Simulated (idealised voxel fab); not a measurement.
process module | voxel transistor to metal
cross-section cut | 185 nm wide | cells 5 nm
A cross-section is a grid of square cells, given in bands from the top down. A band is one or more rows of cells.
Each band's line starts with the height of the band's top and of its bottom, in nm. Then come its materials from left to right, each with its width in nm. One material with "throughout" fills the band from edge to edge. "air" is empty space.
Height 0 is the level under which the wafer as received is all one material. The lowest band goes on downwards, as in "0 down".
A width such as "30 to 40" changes by the same amount from each row of cells to the next, from the band's top row to its bottom row.
"no change" after a step means that no cell of the cross-section changed.
closed voids: empty space of 8 cells or more with no open way to the top, each as width x height at its distance from the left edge, in nm
after a step's settings: what the simulator itself notes on the step
overlay nm, on a step with a mask: how far to the right of its planned place the mask lay; to the left if negative
plan
1 op RECEIVE | material Si
2 op OXIDIZE | depth nm 5
3 op CONFORMAL_DEP | material SiN | thk nm 10
4 op PATTERN | tone cover | mask id ACTIVE | material resist | width nm 120 | thk nm 15 | overlay nm 0
5 op DIRECTIONAL_ETCH | etch materials SiN | depth nm 10
6 op DIRECTIONAL_ETCH | etch materials SiO2 | depth nm 5
7 op DIRECTIONAL_ETCH | etch materials Si | depth nm 25
8 op STRIP | etch materials resist
9 op OXIDIZE | depth nm 5
10 op FILL_DEP | material SiO2 | thk nm 15
11 op CMP | height nm 10
12 op SELECTIVE_ETCH | etch materials SiO2 | depth nm 10
13 op STRIP | etch materials SiN
14 op SELECTIVE_ETCH | etch materials SiO2 | depth nm 5
15 op OXIDIZE | depth nm 5
16 op DIRECTIONAL_DEP | material polySi | thk nm 25
17 op DIRECTIONAL_DEP | material SiCN | thk nm 15
18 op PATTERN | tone cover | mask id GATE | material resist | width nm 30 | thk nm 15 | overlay nm 0
19 op DIRECTIONAL_ETCH | etch materials SiCN | depth nm 25
20 op DIRECTIONAL_ETCH | etch materials polySi | depth nm 35
21 op STRIP | etch materials resist
22 op CONFORMAL_DEP | material SiO2 | thk nm 5
23 op DIRECTIONAL_ETCH | etch materials SiO2 | depth nm 5
24 op CONFORMAL_DEP | material SiN | thk nm 5
25 op DIRECTIONAL_ETCH | etch materials SiN | depth nm 5
26 op DIRECTIONAL_ETCH | etch materials SiO2 | depth nm 5
27 op DIRECTIONAL_ETCH | etch materials Si | depth nm 5
28 op EPI | material nSi | thk nm 10
29 op FILL_DEP | material SiO2 | thk nm 10
30 op CMP | height nm 20
31 op STRIP | etch materials polySi
32 op SELECTIVE_ETCH | etch materials SiO2 | depth nm 5
33 op CONFORMAL_DEP | material HfO2 | thk nm 5
34 op CONFORMAL_DEP | material TiN | thk nm 5
35 op FILL_DEP | material W | thk nm 5
36 op CMP | height nm 15
37 op DIRECTIONAL_DEP | material SiO2 | thk nm 10
38 op DIRECTIONAL_DEP | material aC | thk nm 15
39 op PATTERN | tone open | mask id CONTACT | material resist | width nm 20 | pitch nm 90 | thk nm 30 | overlay nm 0
40 op DIRECTIONAL_ETCH | etch materials aC | depth nm 15
41 op STRIP | etch materials resist
42 op DIRECTIONAL_ETCH | etch materials SiO2 | depth nm 30
43 op STRIP | etch materials aC
44 op CONFORMAL_DEP | material TiN | thk nm 5
45 op FILL_DEP | material Ru | thk nm 10
46 op CMP | height nm 25
47 op CONFORMAL_DEP | material SiN | thk nm 5
48 op DIRECTIONAL_DEP | material lowk | thk nm 20
49 op MASKED_ETCH | tone open | mask id METAL_1 | width nm 20 | pitch nm 90 | etch materials lowk | depth nm 20 | overlay nm 0
50 op MASKED_ETCH | tone open | mask id METAL_1 | width nm 20 | pitch nm 90 | etch materials SiN | depth nm 5 | overlay nm 0
51 op CONFORMAL_DEP | material TiN | thk nm 5
52 op FILL_DEP | material W | thk nm 10
53 op CMP | height nm 50
54 op EPI | material Ru | thk nm 5
55 op FILL_DEP | material SiCN | thk nm 5
56 op DIRECTIONAL_DEP | material lowk | thk nm 30
57 op PATTERN | tone open | mask id METAL_2_HOLES | material resist | width nm 15 | pitch nm 90 | thk nm 20 | overlay nm 0
58 op DIRECTIONAL_ETCH | etch materials lowk | depth nm 30
59 op STRIP | etch materials resist
60 op PATTERN | tone open | mask id METAL_2 | material resist | width nm 20 | pitch nm 90 | thk nm 15 | overlay nm 0
61 op DIRECTIONAL_ETCH | etch materials lowk | depth nm 20
62 op DIRECTIONAL_ETCH | etch materials SiCN | depth nm 5
63 op STRIP | etch materials resist
64 op CONFORMAL_DEP | material TiN | thk nm 5
65 op FILL_DEP | material Cu | thk nm 10
66 op CMP | height nm 90
67 op CONFORMAL_DEP | material SiN | thk nm 5
first wafer, as planned
as received, after step 1
  0 down: Si throughout
  closed voids: none
after step 2
  0 to -5: SiO2 throughout
  below -5: unchanged
after step 3
  10 to 0: SiN throughout
  below 0: unchanged
after step 4
  25 to 10: air 30 | resist 120 | air 35
  below 10: unchanged
after step 5
  25 to 10: air 30 | resist 120 | air 35
  10 to 0: air 30 | SiN 120 | air 35
  below 0: unchanged
after step 6
  25 to 10: air 30 | resist 120 | air 35
  10 to 0: air 30 | SiN 120 | air 35
  0 to -5: air 30 | SiO2 120 | air 35
  below -5: unchanged
after step 7
  25 to 10: air 30 | resist 120 | air 35
  10 to 0: air 30 | SiN 120 | air 35
  0 to -5: air 30 | SiO2 120 | air 35
  -5 to -30: air 30 | Si 120 | air 35
  below -30: unchanged
after step 8
  10 to 0: air 30 | SiN 120 | air 35
  below 0: unchanged
after step 9
  10 to 0: air 30 | SiN 120 | air 35
  0 to -5: air 30 | SiO2 120 | air 35
  -5 to -30: air 30 | SiO2 5 | Si 110 | SiO2 5 | air 35
  -30 to -35: SiO2 35 | Si 110 | SiO2 40
  below -35: unchanged
after step 10
  25 to 10: SiO2 throughout
  10 to 0: SiO2 30 | SiN 120 | SiO2 35
  0 to -5: SiO2 throughout
  -5 to -35: SiO2 35 | Si 110 | SiO2 40
  below -35: unchanged
after step 11
  10 to 0: SiO2 30 | SiN 120 | SiO2 35
  below 0: unchanged
after step 12
  10 to 0: air 30 | SiN 120 | air 35
  below 0: unchanged
after step 13
  0 to -5: SiO2 throughout
  below -5: unchanged
after step 14
  -5 to -35: SiO2 35 | Si 110 | SiO2 40
  below -35: unchanged
after step 15
  -5 to -10: SiO2 throughout
  below -10: unchanged
after step 16
  20 to -5: polySi throughout
  below -5: unchanged
after step 17
  35 to 20: SiCN throughout
  below 20: unchanged
after step 18
  50 to 35: air 75 | resist 30 | air 80
  below 35: unchanged
after step 19
  50 to 35: air 75 | resist 30 | air 80
  35 to 20: air 75 | SiCN 30 | air 80
  below 20: unchanged
after step 20
  50 to 35: air 75 | resist 30 | air 80
  35 to 20: air 75 | SiCN 30 | air 80
  20 to -5: air 75 | polySi 30 | air 80
  below -5: unchanged
after step 21
  35 to 20: air 75 | SiCN 30 | air 80
  below 20: unchanged
after step 22
  40 to 35: air 70 | SiO2 40 | air 75
  35 to 20: air 70 | SiO2 5 | SiCN 30 | SiO2 5 | air 75
  20 to 0: air 70 | SiO2 5 | polySi 30 | SiO2 5 | air 75
  0 to -5: SiO2 75 | polySi 30 | SiO2 80
  below -5: unchanged
after step 23
  35 to 20: air 70 | SiO2 5 | SiCN 30 | SiO2 5 | air 75
  20 to -5: air 70 | SiO2 5 | polySi 30 | SiO2 5 | air 75
  below -5: unchanged
after step 24
  40 to 35: air 65 | SiN 50 | air 70
  35 to 20: air 65 | SiN 5 | SiO2 5 | SiCN 30 | SiO2 5 | SiN 5 | air 70
  20 to 0: air 65 | SiN 5 | SiO2 5 | polySi 30 | SiO2 5 | SiN 5 | air 70
  0 to -5: SiN 70 | SiO2 5 | polySi 30 | SiO2 5 | SiN 75
  below -5: unchanged
after step 25
  35 to 20: air 65 | SiN 5 | SiO2 5 | SiCN 30 | SiO2 5 | SiN 5 | air 70
  20 to -5: air 65 | SiN 5 | SiO2 5 | polySi 30 | SiO2 5 | SiN 5 | air 70
  below -5: unchanged
after step 26
  35 to 30: air 65 | SiN 5 | air 5 | SiCN 30 | air 5 | SiN 5 | air 70
  30 to 20: air 65 | SiN 5 | SiO2 5 | SiCN 30 | SiO2 5 | SiN 5 | air 70
  20 to -5: air 65 | SiN 5 | SiO2 5 | polySi 30 | SiO2 5 | SiN 5 | air 70
  -5 to -10: air 65 | SiO2 50 | air 70
  below -10: unchanged
after step 27
  35 to 30: air 65 | SiN 5 | air 5 | SiCN 30 | air 5 | SiN 5 | air 70
  30 to 20: air 65 | SiN 5 | SiO2 5 | SiCN 30 | SiO2 5 | SiN 5 | air 70
  20 to -5: air 65 | SiN 5 | SiO2 5 | polySi 30 | SiO2 5 | SiN 5 | air 70
  -5 to -10: air 65 | SiO2 50 | air 70
  -10 to -15: SiO2 35 | air 30 | Si 50 | air 30 | SiO2 40
  below -15: unchanged
after step 28
  35 to 30: air 65 | SiN 5 | air 5 | SiCN 30 | air 5 | SiN 5 | air 70
  30 to 20: air 65 | SiN 5 | SiO2 5 | SiCN 30 | SiO2 5 | SiN 5 | air 70
  20 to 0: air 65 | SiN 5 | SiO2 5 | polySi 30 | SiO2 5 | SiN 5 | air 70
  0 to -5: air 55 | nSi 10 | SiN 5 | SiO2 5 | polySi 30 | SiO2 5 | SiN 5 | nSi 10 | air 60
  -5 to -10: air 30 | nSi 35 | SiO2 50 | nSi 35 | air 35
  -10 to -15: SiO2 35 | nSi 30 | Si 50 | nSi 30 | SiO2 40
  below -15: unchanged
after step 29
  45 to 35: SiO2 throughout
  35 to 20: SiO2 65 | SiN 5 | SiO2 5 | SiCN 30 | SiO2 5 | SiN 5 | SiO2 70
  20 to 0: SiO2 65 | SiN 5 | SiO2 5 | polySi 30 | SiO2 5 | SiN 5 | SiO2 70
  0 to -5: SiO2 55 | nSi 10 | SiN 5 | SiO2 5 | polySi 30 | SiO2 5 | SiN 5 | nSi 10 | SiO2 60
  -5 to -10: SiO2 30 | nSi 35 | SiO2 50 | nSi 35 | SiO2 35
  below -10: unchanged
after step 30
  20 to 0: SiO2 65 | SiN 5 | SiO2 5 | polySi 30 | SiO2 5 | SiN 5 | SiO2 70
  below 0: unchanged
after step 31
  20 to 0: SiO2 65 | SiN 5 | SiO2 5 | air 30 | SiO2 5 | SiN 5 | SiO2 70
  0 to -5: SiO2 55 | nSi 10 | SiN 5 | SiO2 5 | air 30 | SiO2 5 | SiN 5 | nSi 10 | SiO2 60
  below -5: unchanged
after step 32
  20 to 15: air 65 | SiN 5 | air 40 | SiN 5 | air 70
  15 to 0: SiO2 65 | SiN 5 | air 40 | SiN 5 | SiO2 70
  0 to -5: SiO2 55 | nSi 10 | SiN 5 | air 40 | SiN 5 | nSi 10 | SiO2 60
  -5 to -10: SiO2 30 | nSi 35 | SiO2 5 | air 40 | SiO2 5 | nSi 35 | SiO2 35
  below -10: unchanged
after step 33
  25 to 20: air 60 | HfO2 15 | air 30 | HfO2 15 | air 65
  20 to 15: HfO2 65 | SiN 5 | HfO2 5 | air 30 | HfO2 5 | SiN 5 | HfO2 70
  15 to 0: SiO2 65 | SiN 5 | HfO2 5 | air 30 | HfO2 5 | SiN 5 | SiO2 70
  0 to -5: SiO2 55 | nSi 10 | SiN 5 | HfO2 5 | air 30 | HfO2 5 | SiN 5 | nSi 10 | SiO2 60
  -5 to -10: SiO2 30 | nSi 35 | SiO2 5 | HfO2 40 | SiO2 5 | nSi 35 | SiO2 35
  below -10: unchanged
after step 34
  30 to 25: air 55 | TiN 25 | air 20 | TiN 25 | air 60
  25 to 20: TiN 60 | HfO2 15 | TiN 5 | air 20 | TiN 5 | HfO2 15 | TiN 65
  20 to 15: HfO2 65 | SiN 5 | HfO2 5 | TiN 5 | air 20 | TiN 5 | HfO2 5 | SiN 5 | HfO2 70
  15 to 0: SiO2 65 | SiN 5 | HfO2 5 | TiN 5 | air 20 | TiN 5 | HfO2 5 | SiN 5 | SiO2 70
  0 to -5: SiO2 55 | nSi 10 | SiN 5 | HfO2 5 | TiN 30 | HfO2 5 | SiN 5 | nSi 10 | SiO2 60
  below -5: unchanged
after step 35
  35 to 30: W throughout
  30 to 25: W 55 | TiN 25 | W 20 | TiN 25 | W 60
  25 to 20: TiN 60 | HfO2 15 | TiN 5 | W 20 | TiN 5 | HfO2 15 | TiN 65
  20 to 15: HfO2 65 | SiN 5 | HfO2 5 | TiN 5 | W 20 | TiN 5 | HfO2 5 | SiN 5 | HfO2 70
  15 to 0: SiO2 65 | SiN 5 | HfO2 5 | TiN 5 | W 20 | TiN 5 | HfO2 5 | SiN 5 | SiO2 70
  below 0: unchanged
after step 36
  15 to 0: SiO2 65 | SiN 5 | HfO2 5 | TiN 5 | W 20 | TiN 5 | HfO2 5 | SiN 5 | SiO2 70
  below 0: unchanged
after step 37
  25 to 15: SiO2 throughout
  below 15: unchanged
after step 38
  40 to 25: aC throughout
  below 25: unchanged
after step 39
  70 to 40: resist 35 | air 20 | resist 70 | air 20 | resist 40
  below 40: unchanged
after step 40
  55 to 40: resist 35 | air 20 | resist 70 | air 20 | resist 40
  40 to 25: aC 35 | air 20 | aC 70 | air 20 | aC 40
  below 25: unchanged
after step 41
  40 to 25: aC 35 | air 20 | aC 70 | air 20 | aC 40
  below 25: unchanged
after step 42
  40 to 25: aC 35 | air 20 | aC 70 | air 20 | aC 40
  25 to 15: SiO2 35 | air 20 | SiO2 70 | air 20 | SiO2 40
  15 to 0: SiO2 35 | air 20 | SiO2 10 | SiN 5 | HfO2 5 | TiN 5 | W 20 | TiN 5 | HfO2 5 | SiN 5 | SiO2 10 | air 20 | SiO2 40
  0 to -5: SiO2 35 | air 20 | nSi 10 | SiN 5 | HfO2 5 | TiN 30 | HfO2 5 | SiN 5 | nSi 10 | air 20 | SiO2 40
  below -5: unchanged
after step 43
  25 to 15: SiO2 35 | air 20 | SiO2 70 | air 20 | SiO2 40
  below 15: unchanged
after step 44
  30 to 25: TiN 40 | air 10 | TiN 80 | air 10 | TiN 45
  25 to 15: SiO2 35 | TiN 5 | air 10 | TiN 5 | SiO2 70 | TiN 5 | air 10 | TiN 5 | SiO2 40
  15 to 0: SiO2 35 | TiN 5 | air 10 | TiN 5 | SiO2 10 | SiN 5 | HfO2 5 | TiN 5 | W 20 | TiN 5 | HfO2 5 | SiN 5 | SiO2 10 | TiN 5 | air 10 | TiN 5 | SiO2 40
  0 to -5: SiO2 35 | TiN 20 | nSi 10 | SiN 5 | HfO2 5 | TiN 30 | HfO2 5 | SiN 5 | nSi 10 | TiN 20 | SiO2 40
  below -5: unchanged
after step 45
  40 to 30: Ru throughout
  30 to 25: TiN 40 | Ru 10 | TiN 80 | Ru 10 | TiN 45
  25 to 15: SiO2 35 | TiN 5 | Ru 10 | TiN 5 | SiO2 70 | TiN 5 | Ru 10 | TiN 5 | SiO2 40
  15 to 0: SiO2 35 | TiN 5 | Ru 10 | TiN 5 | SiO2 10 | SiN 5 | HfO2 5 | TiN 5 | W 20 | TiN 5 | HfO2 5 | SiN 5 | SiO2 10 | TiN 5 | Ru 10 | TiN 5 | SiO2 40
  below 0: unchanged
after step 46
  25 to 15: SiO2 35 | TiN 5 | Ru 10 | TiN 5 | SiO2 70 | TiN 5 | Ru 10 | TiN 5 | SiO2 40
  below 15: unchanged
after step 47
  30 to 25: SiN throughout
  below 25: unchanged
after step 48
  50 to 30: lowk throughout
  below 30: unchanged
after step 49
  50 to 30: lowk 35 | air 20 | lowk 70 | air 20 | lowk 40
  below 30: unchanged
after step 50
  50 to 30: lowk 35 | air 20 | lowk 70 | air 20 | lowk 40
  30 to 25: SiN 35 | air 20 | SiN 70 | air 20 | SiN 40
  below 25: unchanged
after step 51
  55 to 50: TiN 40 | air 10 | TiN 80 | air 10 | TiN 45
  50 to 30: lowk 35 | TiN 5 | air 10 | TiN 5 | lowk 70 | TiN 5 | air 10 | TiN 5 | lowk 40
  30 to 25: SiN 35 | TiN 20 | SiN 70 | TiN 20 | SiN 40
  below 25: unchanged
after step 52
  65 to 55: W throughout
  55 to 50: TiN 40 | W 10 | TiN 80 | W 10 | TiN 45
  50 to 30: lowk 35 | TiN 5 | W 10 | TiN 5 | lowk 70 | TiN 5 | W 10 | TiN 5 | lowk 40
  below 30: unchanged
after step 53
  50 to 30: lowk 35 | TiN 5 | W 10 | TiN 5 | lowk 70 | TiN 5 | W 10 | TiN 5 | lowk 40
  below 30: unchanged
after step 54
  55 to 50: air 30 | Ru 30 | air 60 | Ru 30 | air 35
  below 50: unchanged
after step 55
  60 to 55: SiCN throughout
  55 to 50: SiCN 30 | Ru 30 | SiCN 60 | Ru 30 | SiCN 35
  below 50: unchanged
after step 56
  90 to 60: lowk throughout
  below 60: unchanged
after step 57
  110 to 90: resist 35 | air 15 | resist 75 | air 15 | resist 45
  below 90: unchanged
after step 58
  110 to 90: resist 35 | air 15 | resist 75 | air 15 | resist 45
  90 to 60: lowk 35 | air 15 | lowk 75 | air 15 | lowk 45
  below 60: unchanged
after step 59
  90 to 60: lowk 35 | air 15 | lowk 75 | air 15 | lowk 45
  below 60: unchanged
after step 60
  105 to 90: resist 35 | air 20 | resist 70 | air 20 | resist 40
  below 90: unchanged
after step 61
  105 to 90: resist 35 | air 20 | resist 70 | air 20 | resist 40
  90 to 70: lowk 35 | air 20 | lowk 70 | air 20 | lowk 40
  below 70: unchanged
after step 62
  105 to 90: resist 35 | air 20 | resist 70 | air 20 | resist 40
  90 to 70: lowk 35 | air 20 | lowk 70 | air 20 | lowk 40
  70 to 60: lowk 35 | air 15 | lowk 75 | air 15 | lowk 45
  60 to 55: SiCN 35 | air 15 | SiCN 75 | air 15 | SiCN 45
  below 55: unchanged
after step 63
  90 to 70: lowk 35 | air 20 | lowk 70 | air 20 | lowk 40
  below 70: unchanged
after step 64
  95 to 90: TiN 40 | air 10 | TiN 80 | air 10 | TiN 45
  90 to 75: lowk 35 | TiN 5 | air 10 | TiN 5 | lowk 70 | TiN 5 | air 10 | TiN 5 | lowk 40
  75 to 70: lowk 35 | TiN 5 | air 5 | TiN 10 | lowk 70 | TiN 5 | air 5 | TiN 10 | lowk 40
  70 to 60: lowk 35 | TiN 5 | air 5 | TiN 5 | lowk 75 | TiN 5 | air 5 | TiN 5 | lowk 45
  60 to 55: SiCN 35 | TiN 15 | SiCN 75 | TiN 15 | SiCN 45
  below 55: unchanged
after step 65
  105 to 95: Cu throughout
  95 to 90: TiN 40 | Cu 10 | TiN 80 | Cu 10 | TiN 45
  90 to 75: lowk 35 | TiN 5 | Cu 10 | TiN 5 | lowk 70 | TiN 5 | Cu 10 | TiN 5 | lowk 40
  75 to 70: lowk 35 | TiN 5 | Cu 5 | TiN 10 | lowk 70 | TiN 5 | Cu 5 | TiN 10 | lowk 40
  70 to 60: lowk 35 | TiN 5 | Cu 5 | TiN 5 | lowk 75 | TiN 5 | Cu 5 | TiN 5 | lowk 45
  below 60: unchanged
after step 66
  90 to 75: lowk 35 | TiN 5 | Cu 10 | TiN 5 | lowk 70 | TiN 5 | Cu 10 | TiN 5 | lowk 40
  below 75: unchanged
after step 67
  95 to 90: SiN throughout
  below 90: unchanged
second wafer: like start, like plan, one mistake. Through step 32 it matches the first wafer
when step 33 should have ended
  25 to 20: air 60 | TiN 15 | air 30 | TiN 15 | air 65
  20 to 15: TiN 65 | SiN 5 | TiN 5 | air 30 | TiN 5 | SiN 5 | TiN 70
  15 to 0: SiO2 65 | SiN 5 | TiN 5 | air 30 | TiN 5 | SiN 5 | SiO2 70
  0 to -5: SiO2 55 | nSi 10 | SiN 5 | TiN 5 | air 30 | TiN 5 | SiN 5 | nSi 10 | SiO2 60
  -5 to -10: SiO2 30 | nSi 35 | SiO2 5 | TiN 40 | SiO2 5 | nSi 35 | SiO2 35
  below -10: unchanged
when step 34 should have ended
  30 to 25: air 55 | HfO2 25 | air 20 | HfO2 25 | air 60
  25 to 20: HfO2 60 | TiN 15 | HfO2 5 | air 20 | HfO2 5 | TiN 15 | HfO2 65
  20 to 15: TiN 65 | SiN 5 | TiN 5 | HfO2 5 | air 20 | HfO2 5 | TiN 5 | SiN 5 | TiN 70
  15 to 0: SiO2 65 | SiN 5 | TiN 5 | HfO2 5 | air 20 | HfO2 5 | TiN 5 | SiN 5 | SiO2 70
  0 to -5: SiO2 55 | nSi 10 | SiN 5 | TiN 5 | HfO2 30 | TiN 5 | SiN 5 | nSi 10 | SiO2 60
  below -5: unchanged
when step 35 should have ended
  35 to 30: W throughout
  30 to 25: W 55 | HfO2 25 | W 20 | HfO2 25 | W 60
  25 to 20: HfO2 60 | TiN 15 | HfO2 5 | W 20 | HfO2 5 | TiN 15 | HfO2 65
  20 to 15: TiN 65 | SiN 5 | TiN 5 | HfO2 5 | W 20 | HfO2 5 | TiN 5 | SiN 5 | TiN 70
  15 to 0: SiO2 65 | SiN 5 | TiN 5 | HfO2 5 | W 20 | HfO2 5 | TiN 5 | SiN 5 | SiO2 70
  below 0: unchanged
when step 36 should have ended
  15 to 0: SiO2 65 | SiN 5 | TiN 5 | HfO2 5 | W 20 | HfO2 5 | TiN 5 | SiN 5 | SiO2 70
  below 0: unchanged
when step 37 should have ended
  25 to 15: SiO2 throughout
  below 15: unchanged
when step 38 should have ended
  40 to 25: aC throughout
  below 25: unchanged
when step 39 should have ended
  70 to 40: resist 35 | air 20 | resist 70 | air 20 | resist 40
  below 40: unchanged
when step 40 should have ended
  55 to 40: resist 35 | air 20 | resist 70 | air 20 | resist 40
  40 to 25: aC 35 | air 20 | aC 70 | air 20 | aC 40
  below 25: unchanged
when step 41 should have ended
  40 to 25: aC 35 | air 20 | aC 70 | air 20 | aC 40
  below 25: unchanged
when step 42 should have ended
  40 to 25: aC 35 | air 20 | aC 70 | air 20 | aC 40
  25 to 15: SiO2 35 | air 20 | SiO2 70 | air 20 | SiO2 40
  15 to 0: SiO2 35 | air 20 | SiO2 10 | SiN 5 | TiN 5 | HfO2 5 | W 20 | HfO2 5 | TiN 5 | SiN 5 | SiO2 10 | air 20 | SiO2 40
  0 to -5: SiO2 35 | air 20 | nSi 10 | SiN 5 | TiN 5 | HfO2 30 | TiN 5 | SiN 5 | nSi 10 | air 20 | SiO2 40
  below -5: unchanged
when step 43 should have ended
  25 to 15: SiO2 35 | air 20 | SiO2 70 | air 20 | SiO2 40
  below 15: unchanged
when step 44 should have ended
  30 to 25: TiN 40 | air 10 | TiN 80 | air 10 | TiN 45
  25 to 15: SiO2 35 | TiN 5 | air 10 | TiN 5 | SiO2 70 | TiN 5 | air 10 | TiN 5 | SiO2 40
  15 to 0: SiO2 35 | TiN 5 | air 10 | TiN 5 | SiO2 10 | SiN 5 | TiN 5 | HfO2 5 | W 20 | HfO2 5 | TiN 5 | SiN 5 | SiO2 10 | TiN 5 | air 10 | TiN 5 | SiO2 40
  0 to -5: SiO2 35 | TiN 20 | nSi 10 | SiN 5 | TiN 5 | HfO2 30 | TiN 5 | SiN 5 | nSi 10 | TiN 20 | SiO2 40
  below -5: unchanged
when step 45 should have ended
  40 to 30: Ru throughout
  30 to 25: TiN 40 | Ru 10 | TiN 80 | Ru 10 | TiN 45
  25 to 15: SiO2 35 | TiN 5 | Ru 10 | TiN 5 | SiO2 70 | TiN 5 | Ru 10 | TiN 5 | SiO2 40
  15 to 0: SiO2 35 | TiN 5 | Ru 10 | TiN 5 | SiO2 10 | SiN 5 | TiN 5 | HfO2 5 | W 20 | HfO2 5 | TiN 5 | SiN 5 | SiO2 10 | TiN 5 | Ru 10 | TiN 5 | SiO2 40
  below 0: unchanged
when step 46 should have ended
  25 to 15: SiO2 35 | TiN 5 | Ru 10 | TiN 5 | SiO2 70 | TiN 5 | Ru 10 | TiN 5 | SiO2 40
  below 15: unchanged
when step 47 should have ended
  30 to 25: SiN throughout
  below 25: unchanged
when step 48 should have ended
  50 to 30: lowk throughout
  below 30: unchanged
when step 49 should have ended
  50 to 30: lowk 35 | air 20 | lowk 70 | air 20 | lowk 40
  below 30: unchanged
when step 50 should have ended
  50 to 30: lowk 35 | air 20 | lowk 70 | air 20 | lowk 40
  30 to 25: SiN 35 | air 20 | SiN 70 | air 20 | SiN 40
  below 25: unchanged
when step 51 should have ended
  55 to 50: TiN 40 | air 10 | TiN 80 | air 10 | TiN 45
  50 to 30: lowk 35 | TiN 5 | air 10 | TiN 5 | lowk 70 | TiN 5 | air 10 | TiN 5 | lowk 40
  30 to 25: SiN 35 | TiN 20 | SiN 70 | TiN 20 | SiN 40
  below 25: unchanged
when step 52 should have ended
  65 to 55: W throughout
  55 to 50: TiN 40 | W 10 | TiN 80 | W 10 | TiN 45
  50 to 30: lowk 35 | TiN 5 | W 10 | TiN 5 | lowk 70 | TiN 5 | W 10 | TiN 5 | lowk 40
  below 30: unchanged
when step 53 should have ended
  50 to 30: lowk 35 | TiN 5 | W 10 | TiN 5 | lowk 70 | TiN 5 | W 10 | TiN 5 | lowk 40
  below 30: unchanged
when step 54 should have ended
  55 to 50: air 30 | Ru 30 | air 60 | Ru 30 | air 35
  below 50: unchanged
when step 55 should have ended
  60 to 55: SiCN throughout
  55 to 50: SiCN 30 | Ru 30 | SiCN 60 | Ru 30 | SiCN 35
  below 50: unchanged
when step 56 should have ended
  90 to 60: lowk throughout
  below 60: unchanged
when step 57 should have ended
  110 to 90: resist 35 | air 15 | resist 75 | air 15 | resist 45
  below 90: unchanged
when step 58 should have ended
  110 to 90: resist 35 | air 15 | resist 75 | air 15 | resist 45
  90 to 60: lowk 35 | air 15 | lowk 75 | air 15 | lowk 45
  below 60: unchanged
when step 59 should have ended
  90 to 60: lowk 35 | air 15 | lowk 75 | air 15 | lowk 45
  below 60: unchanged
when step 60 should have ended
  105 to 90: resist 35 | air 20 | resist 70 | air 20 | resist 40
  below 90: unchanged
when step 61 should have ended
  105 to 90: resist 35 | air 20 | resist 70 | air 20 | resist 40
  90 to 70: lowk 35 | air 20 | lowk 70 | air 20 | lowk 40
  below 70: unchanged
when step 62 should have ended
  105 to 90: resist 35 | air 20 | resist 70 | air 20 | resist 40
  90 to 70: lowk 35 | air 20 | lowk 70 | air 20 | lowk 40
  70 to 60: lowk 35 | air 15 | lowk 75 | air 15 | lowk 45
  60 to 55: SiCN 35 | air 15 | SiCN 75 | air 15 | SiCN 45
  below 55: unchanged
when step 63 should have ended
  90 to 70: lowk 35 | air 20 | lowk 70 | air 20 | lowk 40
  below 70: unchanged
when step 64 should have ended
  95 to 90: TiN 40 | air 10 | TiN 80 | air 10 | TiN 45
  90 to 75: lowk 35 | TiN 5 | air 10 | TiN 5 | lowk 70 | TiN 5 | air 10 | TiN 5 | lowk 40
  75 to 70: lowk 35 | TiN 5 | air 5 | TiN 10 | lowk 70 | TiN 5 | air 5 | TiN 10 | lowk 40
  70 to 60: lowk 35 | TiN 5 | air 5 | TiN 5 | lowk 75 | TiN 5 | air 5 | TiN 5 | lowk 45
  60 to 55: SiCN 35 | TiN 15 | SiCN 75 | TiN 15 | SiCN 45
  below 55: unchanged
when step 65 should have ended
  105 to 95: Cu throughout
  95 to 90: TiN 40 | Cu 10 | TiN 80 | Cu 10 | TiN 45
  90 to 75: lowk 35 | TiN 5 | Cu 10 | TiN 5 | lowk 70 | TiN 5 | Cu 10 | TiN 5 | lowk 40
  75 to 70: lowk 35 | TiN 5 | Cu 5 | TiN 10 | lowk 70 | TiN 5 | Cu 5 | TiN 10 | lowk 40
  70 to 60: lowk 35 | TiN 5 | Cu 5 | TiN 5 | lowk 75 | TiN 5 | Cu 5 | TiN 5 | lowk 45
  below 60: unchanged
when step 66 should have ended
  90 to 75: lowk 35 | TiN 5 | Cu 10 | TiN 5 | lowk 70 | TiN 5 | Cu 10 | TiN 5 | lowk 40
  below 75: unchanged
when step 67 should have ended
  95 to 90: SiN throughout
  below 90: unchanged
what went wrong: steps 33 and 34 were swapped
at the end the second wafer has, in cells: 4 fewer of HfO2 | 4 more of TiN
